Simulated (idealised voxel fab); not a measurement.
process module | voxel gate over fins
cross-section cut | 270 nm wide | cells 5 nm
A cross-section is a grid of square cells, given in bands from the top down. A band is one or more rows of cells.
Each band's line starts with the height of the band's top and of its bottom, in nm. Then come its materials from left to right, each with its width in nm. One material with "throughout" fills the band from edge to edge. "air" is empty space.
Height 0 is the level under which the wafer as received is all one material. The lowest band goes on downwards, as in "0 down".
A width such as "30 to 40" changes by the same amount from each row of cells to the next, from the band's top row to its bottom row.
"no change" after a step means that no cell of the cross-section changed.
closed voids: empty space of 8 cells or more with no open way to the top, each as width x height at its distance from the left edge, in nm
after a step's settings: what the simulator itself notes on the step
overlay nm, on a step with a mask: how far to the right of its planned place the mask lay; to the left if negative
Each pair below shows a cross-section before one step and the cross-section after it, down to the lowest band that changed. The line under each pair gives the step between them, with its settings. The pairs can come from different runs of this module on the same starting wafer, so a pair continues from the pair above only where its "before" says so.
before
  0 to -10: air 75 | Si 15 | air 25 | Si 15 | air 25 | Si 15 | air 100
  -10 to -35: SiO2 75 | Si 15 | SiO2 25 | Si 15 | SiO2 25 | Si 15 | SiO2 100
  -35 down: Si throughout
  closed voids: none
after
  5 to 0: air 70 | HfO2 25 | air 15 | HfO2 25 | air 15 | HfO2 25 | air 95
  0 to -5: air 70 | HfO2 5 | Si 15 | HfO2 5 | air 15 | HfO2 5 | Si 15 | HfO2 5 | air 15 | HfO2 5 | Si 15 | HfO2 5 | air 95
  -5 to -10: HfO2 75 | Si 15 | HfO2 25 | Si 15 | HfO2 25 | Si 15 | HfO2 100
  below -10: unchanged
  closed voids: none
the step between: op CONFORMAL_DEP | material HfO2 | thk nm 5
before: the cross-section after the pair above
after
  10 to 5: air 65 | TiN 35 | air 5 | TiN 35 | air 5 | TiN 35 | air 90
  5 to 0: air 65 | TiN 5 | HfO2 25 | TiN 5 | air 5 | TiN 5 | HfO2 25 | TiN 5 | air 5 | TiN 5 | HfO2 25 | TiN 5 | air 90
  0 to -5: TiN 70 | HfO2 5 | Si 15 | HfO2 5 | TiN 15 | HfO2 5 | Si 15 | HfO2 5 | TiN 15 | HfO2 5 | Si 15 | HfO2 5 | TiN 95
  below -5: unchanged
  closed voids: none
the step between: op CONFORMAL_DEP | material TiN | thk nm 5
before: the cross-section after the pair above
after
  15 to 10: air 60 | TiAl 125 | air 85
  10 to 5: air 60 | TiAl 5 | TiN 35 | TiAl 5 | TiN 35 | TiAl 5 | TiN 35 | TiAl 5 | air 85
  5 to 0: TiAl 65 | TiN 5 | HfO2 25 | TiN 5 | TiAl 5 | TiN 5 | HfO2 25 | TiN 5 | TiAl 5 | TiN 5 | HfO2 25 | TiN 5 | TiAl 90
  below 0: unchanged
  closed voids: none
the step between: op CONFORMAL_DEP | material TiAl | thk nm 5
before: the cross-section after the pair above
after
  20 to 15: air 55 | TiN 135 | air 80
  15 to 10: air 55 | TiN 5 | TiAl 125 | TiN 5 | air 80
  10 to 5: TiN 60 | TiAl 5 | TiN 35 | TiAl 5 | TiN 35 | TiAl 5 | TiN 35 | TiAl 5 | TiN 85
  below 5: unchanged
  closed voids: none
the step between: op CONFORMAL_DEP | material TiN | thk nm 5
before: the cross-section after the pair above
after
  30 to 20: W throughout
  20 to 15: W 55 | TiN 135 | W 80
  15 to 10: W 55 | TiN 5 | TiAl 125 | TiN 5 | W 80
  below 10: unchanged
  closed voids: none
the step between: op FILL_DEP | material W | thk nm 10
before: the cross-section after the pair above
after
  25 to 20: W throughout
  below 20: unchanged
  closed voids: none
the step between: op CMP | height nm 25
before: the cross-section after the pair above
after
  35 to 25: SiCN throughout
  below 25: unchanged
  closed voids: none
the step between: op CONFORMAL_DEP | material SiCN | thk nm 10
before
  25 to 20: W throughout
  20 to 15: W 65 | TiN 135 | W 70
  15 to 10: W 65 | TiN 5 | TiAl 125 | TiN 5 | W 70
  10 to 5: TiN 70 | TiAl 5 | TiN 35 | TiAl 5 | TiN 35 | TiAl 5 | TiN 35 | TiAl 5 | TiN 75
  5 to 0: TiAl 75 | TiN 5 | HfO2 25 | TiN 5 | TiAl 5 | TiN 5 | HfO2 25 | TiN 5 | TiAl 5 | TiN 5 | HfO2 25 | TiN 5 | TiAl 80
  0 to -5: TiN 80 | HfO2 5 | Si 15 | HfO2 5 | TiN 15 | HfO2 5 | Si 15 | HfO2 5 | TiN 15 | HfO2 5 | Si 15 | HfO2 5 | TiN 85
  -5 to -10: HfO2 85 | Si 15 | HfO2 25 | Si 15 | HfO2 25 | Si 15 | HfO2 90
  -10 to -35: SiO2 85 | Si 15 | SiO2 25 | Si 15 | SiO2 25 | Si 15 | SiO2 90
  -35 down: Si throughout
  closed voids: none
after
  35 to 20: W throughout
  below 20: unchanged
  closed voids: none
the step between: op CONFORMAL_DEP | material W | thk nm 10
before
  10 to 0: SiN throughout
  0 down: Si throughout
  closed voids: none
after
  30 to 10: resist 85 | air 15 | resist 25 | air 15 | resist 25 | air 15 | resist 90
  below 10: unchanged
  closed voids: none
the step between: op PATTERN | tone open | mask id FINS | material resist | width nm 15 | pitch nm 40 | thk nm 20 | overlay nm 0
before: the cross-section after the pair above
after
  30 to 10: resist 85 | air 15 | resist 25 | air 15 | resist 25 | air 15 | resist 90
  10 to 0: SiN 85 | air 15 | SiN 25 | air 15 | SiN 25 | air 15 | SiN 90
  below 0: unchanged
  closed voids: none
the step between: op DIRECTIONAL_ETCH | etch materials SiN | depth nm 10
before: the cross-section after the pair above
after
  30 to 10: resist 85 | air 15 | resist 25 | air 15 | resist 25 | air 15 | resist 90
  10 to 0: SiN 85 | air 15 | SiN 25 | air 15 | SiN 25 | air 15 | SiN 90
  0 to -35: Si 85 | air 15 | Si 25 | air 15 | Si 25 | air 15 | Si 90
  below -35: unchanged
  closed voids: none
the step between: op DIRECTIONAL_ETCH | etch materials Si | depth nm 35
before: the cross-section after the pair above
after
  10 to 0: SiN 85 | air 15 | SiN 25 | air 15 | SiN 25 | air 15 | SiN 90
  below 0: unchanged
  closed voids: none
the step between: op STRIP | etch materials resist
before: the cross-section after the pair above
after
  25 to 10: SiO2 throughout
  10 to 0: SiN 85 | SiO2 15 | SiN 25 | SiO2 15 | SiN 25 | SiO2 15 | SiN 90
  0 to -35: Si 85 | SiO2 15 | Si 25 | SiO2 15 | Si 25 | SiO2 15 | Si 90
  below -35: unchanged
  closed voids: none
the step between: op FILL_DEP | material SiO2 | thk nm 15
before: the cross-section after the pair above
after
  10 to 0: SiN 85 | SiO2 15 | SiN 25 | SiO2 15 | SiN 25 | SiO2 15 | SiN 90
  below 0: unchanged
  closed voids: none
the step between: op CMP | height nm 10
before: the cross-section after the pair above
after
  10 to 0: SiN 85 | air 15 | SiN 25 | air 15 | SiN 25 | air 15 | SiN 90
  0 to -10: Si 85 | air 15 | Si 25 | air 15 | Si 25 | air 15 | Si 90
  below -10: unchanged
  closed voids: none
the step between: op SELECTIVE_ETCH | etch materials SiO2 | depth nm 20
before: the cross-section after the pair above
after
  0 to -10: Si 85 | air 15 | Si 25 | air 15 | Si 25 | air 15 | Si 90
  below -10: unchanged
  closed voids: none
the step between: op STRIP | etch materials SiN
before: the cross-section after the pair above
after
  5 to 0: HfO2 90 | air 5 | HfO2 35 | air 5 | HfO2 35 | air 5 | HfO2 95
  0 to -5: Si 85 | HfO2 5 | air 5 | HfO2 5 | Si 25 | HfO2 5 | air 5 | HfO2 5 | Si 25 | HfO2 5 | air 5 | HfO2 5 | Si 90
  -5 to -10: Si 85 | HfO2 15 | Si 25 | HfO2 15 | Si 25 | HfO2 15 | Si 90
  below -10: unchanged
  closed voids: none
the step between: op CONFORMAL_DEP | material HfO2 | thk nm 5
before: the cross-section after the pair above
after
  10 to 5: TiN throughout
  5 to 0: HfO2 90 | TiN 5 | HfO2 35 | TiN 5 | HfO2 35 | TiN 5 | HfO2 95
  0 to -5: Si 85 | HfO2 5 | TiN 5 | HfO2 5 | Si 25 | HfO2 5 | TiN 5 | HfO2 5 | Si 25 | HfO2 5 | TiN 5 | HfO2 5 | Si 90
  below -5: unchanged
  closed voids: none
the step between: op CONFORMAL_DEP | material TiN | thk nm 5
before: the cross-section after the pair above
after
  15 to 10: TiAl throughout
  below 10: unchanged
  closed voids: none
the step between: op CONFORMAL_DEP | material TiAl | thk nm 5
before: the cross-section after the pair above
after
  20 to 15: TiN throughout
  below 15: unchanged
  closed voids: none
the step between: op CONFORMAL_DEP | material TiN | thk nm 5
before: the cross-section after the pair above
after
  30 to 20: W throughout
  below 20: unchanged
  closed voids: none
the step between: op FILL_DEP | material W | thk nm 10
before: the cross-section after the pair above
after
  25 to 20: W throughout
  below 20: unchanged
  closed voids: none
the step between: op CMP | height nm 25
before: the cross-section after the pair above
after
  35 to 25: SiCN throughout
  below 25: unchanged
  closed voids: none
the step between: op CONFORMAL_DEP | material SiCN | thk nm 10
